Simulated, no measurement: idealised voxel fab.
Documented hereafter: the process module known as voxel capacitor over wiring.
Section shown: cut. Width: 255 nm. Cell size: 5 nm, square.
We lay out every cross-section as a grid of square cells and spell it out in bands from the top down, where one band means one or more rows of cells. Band: top height; bottom height; in nm. Then, left to right: material with width in nm, for each material. "throughout": a single material spanning edge to edge. "empty": empty space. Ref level 0: as-received wafer is one material below here. Bottom band extends down with no lower bound ("0 down"). It should be noted that a width expressed as "30->40" varies in equal increments from row to row of cells within the band, taking the value of the first number at the top row and that of the second number at the bottom row. Step note "nothing got changed" = no cross-section cell changed. Each empty space that has no open way to the top and spans at least 8 cells appears under "Voids, fully enclosed" as width x height at distance, the distance counted from the left edge, all in nm. On a step's line, text after the settings is the simulator commenting on that step. The line of a step may include "overlay nm". On a step with a mask, this value is how far to the right of its planned place the mask lay. A negative value means the mask lay to the left.
## Below is the list of planned process steps
- 1: RECEIVE | material Si
- 2: CONFORMAL_DEP | material SiO2 | thk nm 15
- 3: DIRECTIONAL_DEP | material TiN | thk nm 5
- 4: DIRECTIONAL_DEP | material W | thk nm 15
- 5: MASKED_ETCH | tone cover | mask id METAL_1 | width nm 25 | pitch nm 85 | etch materials W | depth nm 15 | overlay nm 0
- 6: MASKED_ETCH | tone cover | mask id METAL_1 | width nm 25 | pitch nm 85 | etch materials TiN | depth nm 5 | overlay nm 0
- 7: CONFORMAL_DEP | material SiCN | thk nm 5
- 8: FILL_DEP | material lowk | thk nm 10
- 9: CMP | height nm 35
- 10: CONFORMAL_DEP | material SiCN | thk nm 5
- 11: DIRECTIONAL_DEP | material lowk | thk nm 10
- 12: DIRECTIONAL_DEP | material aC | thk nm 15
- 13: PATTERN | tone open | mask id PLUG_1 | material resist | width nm 15 | thk nm 30 | overlay nm 0
- 14: DIRECTIONAL_ETCH | etch materials aC | depth nm 15
- 15: STRIP | etch materials resist
- 16: DIRECTIONAL_ETCH | etch materials lowk | depth nm 10
- 17: DIRECTIONAL_ETCH | etch materials SiCN | depth nm 5
- 18: STRIP | etch materials aC
- 19: CONFORMAL_DEP | material TiN | thk nm 5
- 20: FILL_DEP | material Cu | thk nm 5
- 21: CMP | height nm 50
- 22: DIRECTIONAL_DEP | material TiN | thk nm 5
- 23: DIRECTIONAL_DEP | material HfO2 | thk nm 5
- 24: DIRECTIONAL_DEP | material TiN | thk nm 10
- 25: DIRECTIONAL_DEP | material aC | thk nm 15
- 26: PATTERN | tone cover | mask id UPPER_PLATE | material resist | width nm 65 | thk nm 35 | overlay nm -15
- 27: DIRECTIONAL_ETCH | etch materials aC | depth nm 15
- 28: STRIP | etch materials resist
- 29: DIRECTIONAL_ETCH | etch materials TiN | depth nm 10
- 30: DIRECTIONAL_ETCH | etch materials HfO2 | depth nm 5
- 31: STRIP | etch materials aC
- 32: DIRECTIONAL_DEP | material aC | thk nm 15
- 33: PATTERN | tone cover | mask id LOWER_PLATE | material resist | width nm 75 | thk nm 30 | overlay nm 0
- 34: DIRECTIONAL_ETCH | etch materials aC | depth nm 15
- 35: STRIP | etch materials resist
- 36: DIRECTIONAL_ETCH | etch materials TiN | depth nm 5
- 37: STRIP | etch materials aC
- 38: FILL_DEP | material SiO2 | thk nm 20
- 39: CMP | height nm 85
- 40: PATTERN | tone open | mask id PLUG_2 | material resist | width nm 15 | thk nm 15 | overlay nm 0
- 41: DIRECTIONAL_ETCH | etch materials SiO2 | depth nm 15
- 42: STRIP | etch materials resist
- 43: CONFORMAL_DEP | material TiN | thk nm 5
- 44: FILL_DEP | material Cu | thk nm 5
- 45: CMP | height nm 85
- 46: CONFORMAL_DEP | material SiCN | thk nm 5
The plan shows the overlay nm of step 26 as the first wafer had it; this setting differs between the wafers, which start out alike.
## Here's the first of the wafers in cross-section, just as we got it, i.e. after step 1
  0 down  Si throughout
  Voids, fully enclosed: none
## First of several wafers in cross-section at module end, following the final step, step 46
  90 to 85  SiCN throughout
  85 to 75  90 of SiO2; 5 of TiN; 5 of Cu; 5 of TiN; 150 of SiO2
  75 to 65  90->75 of SiO2; 15->55 of TiN; 150->125 of SiO2
  65 to 60  65 of SiO2; 65 of TiN; 125 of SiO2
  60 to 55  65 of SiO2; 65 of HfO2; 125 of SiO2
  55 to 50  65 of SiO2; 85 of TiN; 105 of SiO2
  50 to 40  80 of lowk; 5 of TiN; 5 of Cu; 5 of TiN; 160 of lowk
  40 to 35  80 of SiCN; 15 of TiN; 160 of SiCN
  35 to 20  65 of lowk; 5 of SiCN; 25 of W; 5 of SiCN; 50 of lowk; 5 of SiCN; 25 of W; 5 of SiCN; 70 of lowk
  20 to 15  70 of SiCN; 25 of TiN; 60 of SiCN; 25 of TiN; 75 of SiCN
  15 to 0  SiO2 throughout
  0 down  Si throughout
  Voids, fully enclosed: none
## Cross-section of the last wafer at end of module
  90 to 85  SiCN throughout
  85 to 75  90 of SiO2; 5 of TiN; 5 of Cu; 5 of TiN; 150 of SiO2
  75 to 65  90->95 of SiO2; 15->55 of TiN; 150->105 of SiO2
  65 to 60  95 of SiO2; 65 of TiN; 95 of SiO2
  60 to 55  95 of SiO2; 65 of HfO2; 95 of SiO2
  55 to 50  75 of SiO2; 85 of TiN; 95 of SiO2
  50 to 40  80 of lowk; 5 of TiN; 5 of Cu; 5 of TiN; 160 of lowk
  40 to 35  80 of SiCN; 15 of TiN; 160 of SiCN
  35 to 20  65 of lowk; 5 of SiCN; 25 of W; 5 of SiCN; 50 of lowk; 5 of SiCN; 25 of W; 5 of SiCN; 70 of lowk
  20 to 15  70 of SiCN; 25 of TiN; 60 of SiCN; 25 of TiN; 75 of SiCN
  15 to 0  SiO2 throughout
  0 down  Si throughout
  Voids, fully enclosed: none
## So in this table every wafer gets its own row, and what you see is where it stands at the end of the module: for each material, how many cells it picked up (+) or gave up (-) since we received it, and after that its closed voids
overlay nm -15; +4 Cu; +13 HfO2; +152 SiCN; +447 SiO2; +65 TiN; +30 W; +207 lowk; Voids, fully enclosed: none
overlay nm -10; +4 Cu; +13 HfO2; +152 SiCN; +447 SiO2; +65 TiN; +30 W; +207 lowk; Voids, fully enclosed: none
overlay nm -5; +4 Cu; +13 HfO2; +152 SiCN; +447 SiO2; +65 TiN; +30 W; +207 lowk; Voids, fully enclosed: none
overlay nm 0; +4 Cu; +13 HfO2; +152 SiCN; +447 SiO2; +65 TiN; +30 W; +207 lowk; Voids, fully enclosed: none
overlay nm 5; +4 Cu; +13 HfO2; +152 SiCN; +447 SiO2; +65 TiN; +30 W; +207 lowk; Voids, fully enclosed: none
overlay nm 10; +4 Cu; +13 HfO2; +152 SiCN; +447 SiO2; +65 TiN; +30 W; +207 lowk; Voids, fully enclosed: none
overlay nm 15; +4 Cu; +13 HfO2; +152 SiCN; +447 SiO2; +65 TiN; +30 W; +207 lowk; Voids, fully enclosed: none
